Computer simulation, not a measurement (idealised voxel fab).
You're looking at the process module voxel transistor to metal.
For reference, the cross-section in this document is cut, with width 275 nm and square cells of 5 nm.
Cross-section format: a grid of square cells, given as bands from top to bottom; each band is one or more rows of cells. What a band's entry tells you: where the top is and where the bottom is, as heights in nm, and after that what lies inside, material by material from left to right, each with its width in nm. Empty space is written as the word "empty", and a single material marked with the word "everywhere" occupies the band from edge to edge. A quick word on heights: they are counted from 0, and under that level the wafer as it came to us is one material throughout. The lowest band is different from the rest in having no bottom; it simply continues downward, written as in "z 0 and below". A width such as "30->40" changes by the same amount from each row of cells to the next, from the band's top row to its bottom row. Take "no change" at face value: in the step it is given for, the cross-section changed in none of its cells. Entry "Sealed-off cavities" = empty spaces >= 8 cells with no open way to the top; each as width x height at distance, distance from left edge, all nm. Anything after a step's settings on that line? It's the simulator's own note about the step. When a step includes a mask, the "overlay nm" setting on its line states how far to the right of its planned place that mask lay, and negative values state how far to the left. Everything after this point is organized in pairs: a cross-section before one process step, a cross-section after it that shows only as deep as the lowest changed band, and, under the pair, the intervening step with its settings. Because different runs of this module on the same starting wafer can supply different pairs, a pair continues from the pair above it only if its entry headed "Pre-processing view" says so.
Pre-processing view
    z 100 to 70 = lowk: 35; TiN: 5; Cu: 5; TiN: 5; lowk: 105; TiN: 5; Cu: 5; TiN: 5; lowk: 105
    z 70 to 65 = SiCN: 35; TiN: 15; SiCN: 105; TiN: 15; SiCN: 105
    z 65 to 45 = SiO2: 35; TiN: 5; Cu: 5; TiN: 5; SiO2: 55; TiN: 5; Cu: 5; TiN: 5; SiO2: 35; TiN: 5; Cu: 5; TiN: 5; SiO2: 55; TiN: 5; Cu: 5; TiN: 5; SiO2: 35
    z 45 to 40 = SiN: 35; TiN: 15; SiN: 55; TiN: 15; SiN: 35; TiN: 15; SiN: 55; TiN: 15; SiN: 35
    z 40 to 25 = SiO2: 35; TiN: 5; W: 5; TiN: 5; SiO2: 55; TiN: 5; W: 5; TiN: 5; SiO2: 35; TiN: 5; W: 5; TiN: 5; SiO2: 55; TiN: 5; W: 5; TiN: 5; SiO2: 35
    z 25 to 5 = SiO2: 35; TiN: 5; W: 5; TiN: 5; SiO2: 5; SiN: 5; HfO2: 5; TiN: 5; W: 15; TiN: 5; HfO2: 5; SiN: 5; SiO2: 5; TiN: 5; W: 5; TiN: 5; SiO2: 35; TiN: 5; W: 5; TiN: 5; SiO2: 5; SiN: 5; HfO2: 5; TiN: 5; W: 15; TiN: 5; HfO2: 5; SiN: 5; SiO2: 5; TiN: 5; W: 5; TiN: 5; SiO2: 35
    z 5 to 0 = SiO2: 30; SiN: 5; TiN: 15; SiO2: 5; SiN: 5; HfO2: 5; TiN: 25; HfO2: 5; SiN: 5; SiO2: 5; TiN: 15; SiN: 5; SiO2: 25; SiN: 5; TiN: 15; SiO2: 5; SiN: 5; HfO2: 5; TiN: 25; HfO2: 5; SiN: 5; SiO2: 5; TiN: 15; SiN: 5; SiO2: 30
    z 0 to -5 = SiO2: 35; pSi: 20; SiO2: 5; HfO2: 35; SiO2: 5; pSi: 20; SiO2: 35; pSi: 20; SiO2: 5; HfO2: 35; SiO2: 5; pSi: 20; SiO2: 35
    z -5 to -30 = SiO2: 35; Si: 85; SiO2: 35; Si: 85; SiO2: 35
    z -30 and below = Si everywhere
    Sealed-off cavities: none
As Processed
    z 105 to 100 = TiN everywhere
    At heights below 100, the structure remains unaltered.
    Sealed-off cavities: none
The transition between the preceding cross-sections is accomplished by op CONFORMAL_DEP | material TiN | thk nm 5
Pre-processing view
    z 65 to 45 = SiO2 everywhere
    z 45 to 40 = SiN everywhere
    z 40 to 25 = SiO2: 35; TiN: 5; W: 5; TiN: 5; SiO2: 55; TiN: 5; W: 5; TiN: 5; SiO2: 35; TiN: 5; W: 5; TiN: 5; SiO2: 55; TiN: 5; W: 5; TiN: 5; SiO2: 35
    z 25 to 5 = SiO2: 35; TiN: 5; W: 5; TiN: 5; SiO2: 5; SiN: 5; HfO2: 5; TiN: 5; W: 15; TiN: 5; HfO2: 5; SiN: 5; SiO2: 5; TiN: 5; W: 5; TiN: 5; SiO2: 35; TiN: 5; W: 5; TiN: 5; SiO2: 5; SiN: 5; HfO2: 5; TiN: 5; W: 15; TiN: 5; HfO2: 5; SiN: 5; SiO2: 5; TiN: 5; W: 5; TiN: 5; SiO2: 35
    z 5 to 0 = SiO2: 30; SiN: 5; TiN: 15; SiO2: 5; SiN: 5; HfO2: 5; TiN: 25; HfO2: 5; SiN: 5; SiO2: 5; TiN: 15; SiN: 5; SiO2: 25; SiN: 5; TiN: 15; SiO2: 5; SiN: 5; HfO2: 5; TiN: 25; HfO2: 5; SiN: 5; SiO2: 5; TiN: 15; SiN: 5; SiO2: 30
    z 0 to -5 = SiO2: 35; pSi: 20; SiO2: 5; HfO2: 35; SiO2: 5; pSi: 20; SiO2: 35; pSi: 20; SiO2: 5; HfO2: 35; SiO2: 5; pSi: 20; SiO2: 35
    z -5 to -30 = SiO2: 35; Si: 85; SiO2: 35; Si: 85; SiO2: 35
    z -30 and below = Si everywhere
    Sealed-off cavities: none
As Processed
    z 80 to 65 = empty: 35; resist: 15; empty: 55; resist: 15; empty: 35; resist: 15; empty: 55; resist: 15; empty: 35
    At heights below 65, the structure remains unaltered.
    Sealed-off cavities: none
The transition between the preceding cross-sections is accomplished by op PATTERN | tone cover | mask id METAL_1 | material resist | width nm 15 | thk nm 15 | overlay nm 0
Pre-processing view: see preceding pair, after cross-section.
As Processed
    z 80 to 65 = empty: 35; resist: 15; empty: 55; resist: 15; empty: 35; resist: 15; empty: 55; resist: 15; empty: 35
    z 65 to 45 = empty: 35; SiO2: 15; empty: 55; SiO2: 15; empty: 35; SiO2: 15; empty: 55; SiO2: 15; empty: 35
    At heights below 45, the structure remains unaltered.
    Sealed-off cavities: none
The transition between the preceding cross-sections is accomplished by op DIRECTIONAL_ETCH | etch materials SiO2 | depth nm 20
Pre-processing view: see preceding pair, after cross-section.
As Processed
    z 80 to 65 = empty: 35; resist: 15; empty: 55; resist: 15; empty: 35; resist: 15; empty: 55; resist: 15; empty: 35
    z 65 to 45 = empty: 35; SiO2: 15; empty: 55; SiO2: 15; empty: 35; SiO2: 15; empty: 55; SiO2: 15; empty: 35
    z 45 to 40 = empty: 35; SiN: 15; empty: 55; SiN: 15; empty: 35; SiN: 15; empty: 55; SiN: 15; empty: 35
    At heights below 40, the structure remains unaltered.
    Sealed-off cavities: none
The transition between the preceding cross-sections is accomplished by op DIRECTIONAL_ETCH | etch materials SiN | depth nm 5
Pre-processing view: see preceding pair, after cross-section.
As Processed
    z 65 to 45 = empty: 35; SiO2: 15; empty: 55; SiO2: 15; empty: 35; SiO2: 15; empty: 55; SiO2: 15; empty: 35
    At heights below 45, the structure remains unaltered.
    Sealed-off cavities: none
The transition between the preceding cross-sections is accomplished by op STRIP | etch materials resist
Pre-processing view: see preceding pair, after cross-section.
As Processed
    z 70 to 65 = empty: 30; TiN: 25; empty: 45; TiN: 25; empty: 25; TiN: 25; empty: 45; TiN: 25; empty: 30
    z 65 to 45 = empty: 30; TiN: 5; SiO2: 15; TiN: 5; empty: 45; TiN: 5; SiO2: 15; TiN: 5; empty: 25; TiN: 5; SiO2: 15; TiN: 5; empty: 45; TiN: 5; SiO2: 15; TiN: 5; empty: 30
    z 45 to 40 = TiN: 35; SiN: 15; TiN: 55; SiN: 15; TiN: 35; SiN: 15; TiN: 55; SiN: 15; TiN: 35
    At heights below 40, the structure remains unaltered.
    Sealed-off cavities: none
The transition between the preceding cross-sections is accomplished by op CONFORMAL_DEP | material TiN | thk nm 5
Pre-processing view: see preceding pair, after cross-section.
As Processed
    z 75 to 70 = Cu everywhere
    z 70 to 65 = Cu: 30; TiN: 25; Cu: 45; TiN: 25; Cu: 25; TiN: 25; Cu: 45; TiN: 25; Cu: 30
    z 65 to 45 = Cu: 30; TiN: 5; SiO2: 15; TiN: 5; Cu: 45; TiN: 5; SiO2: 15; TiN: 5; Cu: 25; TiN: 5; SiO2: 15; TiN: 5; Cu: 45; TiN: 5; SiO2: 15; TiN: 5; Cu: 30
    At heights below 45, the structure remains unaltered.
    Sealed-off cavities: none
The transition between the preceding cross-sections is accomplished by op FILL_DEP | material Cu | thk nm 5
Pre-processing view: see preceding pair, after cross-section.
As Processed
    z 65 to 45 = Cu: 30; TiN: 5; SiO2: 15; TiN: 5; Cu: 45; TiN: 5; SiO2: 15; TiN: 5; Cu: 25; TiN: 5; SiO2: 15; TiN: 5; Cu: 45; TiN: 5; SiO2: 15; TiN: 5; Cu: 30
    At heights below 45, the structure remains unaltered.
    Sealed-off cavities: none
The transition between the preceding cross-sections is accomplished by op CMP | height nm 65
Pre-processing view: see preceding pair, after cross-section.
As Processed
    z 70 to 65 = SiCN everywhere
    At heights below 65, the structure remains unaltered.
    Sealed-off cavities: none
The transition between the preceding cross-sections is accomplished by op CONFORMAL_DEP | material SiCN | thk nm 5
Pre-processing view: see preceding pair, after cross-section.
As Processed
    z 100 to 70 = lowk everywhere
    At heights below 70, the structure remains unaltered.
    Sealed-off cavities: none
The transition between the preceding cross-sections is accomplished by op DIRECTIONAL_DEP | material lowk | thk nm 30
Pre-processing view: see preceding pair, after cross-section.
As Processed
    z 100 to 80 = lowk: 35; empty: 15; lowk: 105; empty: 15; lowk: 105
    At heights below 80, the structure remains unaltered.
    Sealed-off cavities: none
The transition between the preceding cross-sections is accomplished by op MASKED_ETCH | tone open | mask id METAL_2 | width nm 15 | pitch nm 120 | etch materials lowk | depth nm 20 | overlay nm 0
Pre-processing view: see preceding pair, after cross-section.
As Processed
    z 120 to 100 = resist: 35; empty: 15; resist: 105; empty: 15; resist: 105
    At heights below 100, the structure remains unaltered.
    Sealed-off cavities: none
The transition between the preceding cross-sections is accomplished by op PATTERN | tone open | mask id METAL_2_HOLES | material resist | width nm 15 | pitch nm 120 | thk nm 20 | overlay nm 0
Pre-processing view: see preceding pair, after cross-section.
As Processed
    z 120 to 100 = resist: 35; empty: 15; resist: 105; empty: 15; resist: 105
    z 100 to 70 = lowk: 35; empty: 15; lowk: 105; empty: 15; lowk: 105
    At heights below 70, the structure remains unaltered.
    Sealed-off cavities: none
The transition between the preceding cross-sections is accomplished by op DIRECTIONAL_ETCH | etch materials lowk | depth nm 10
Pre-processing view: see preceding pair, after cross-section.
As Processed
    z 120 to 100 = resist: 35; empty: 15; resist: 105; empty: 15; resist: 105
    z 100 to 70 = lowk: 35; empty: 15; lowk: 105; empty: 15; lowk: 105
    z 70 to 65 = SiCN: 35; empty: 15; SiCN: 105; empty: 15; SiCN: 105
    At heights below 65, the structure remains unaltered.
    Sealed-off cavities: none
The transition between the preceding cross-sections is accomplished by op DIRECTIONAL_ETCH | etch materials SiCN | depth nm 5
Pre-processing view: see preceding pair, after cross-section.
As Processed
    z 100 to 70 = lowk: 35; empty: 15; lowk: 105; empty: 15; lowk: 105
    At heights below 70, the structure remains unaltered.
    Sealed-off cavities: none
The transition between the preceding cross-sections is accomplished by op STRIP | etch materials resist
Pre-processing view: see preceding pair, after cross-section.
As Processed
    z 105 to 100 = TiN: 40; empty: 5; TiN: 115; empty: 5; TiN: 110
    z 100 to 70 = lowk: 35; TiN: 5; empty: 5; TiN: 5; lowk: 105; TiN: 5; empty: 5; TiN: 5; lowk: 105
    z 70 to 65 = SiCN: 35; TiN: 15; SiCN: 105; TiN: 15; SiCN: 105
    At heights below 65, the structure remains unaltered.
    Sealed-off cavities: none
The transition between the preceding cross-sections is accomplished by op CONFORMAL_DEP | material TiN | thk nm 5
Pre-processing view: see preceding pair, after cross-section.
As Processed
    z 115 to 105 = Cu everywhere
    z 105 to 100 = TiN: 40; Cu: 5; TiN: 115; Cu: 5; TiN: 110
    z 100 to 70 = lowk: 35; TiN: 5; Cu: 5; TiN: 5; lowk: 105; TiN: 5; Cu: 5; TiN: 5; lowk: 105
    At heights below 70, the structure remains unaltered.
    Sealed-off cavities: none
The transition between the preceding cross-sections is accomplished by op FILL_DEP | material Cu | thk nm 10
Pre-processing view: see preceding pair, after cross-section.
As Processed
    z 100 to 70 = lowk: 35; TiN: 5; Cu: 5; TiN: 5; lowk: 105; TiN: 5; Cu: 5; TiN: 5; lowk: 105
    At heights below 70, the structure remains unaltered.
    Sealed-off cavities: none
The transition between the preceding cross-sections is accomplished by op CMP | height nm 100
Pre-processing view: see preceding pair, after cross-section.
As Processed
    z 105 to 100 = SiN everywhere
    At heights below 100, the structure remains unaltered.
    Sealed-off cavities: none
The transition between the preceding cross-sections is accomplished by op CONFORMAL_DEP | material SiN | thk nm 5
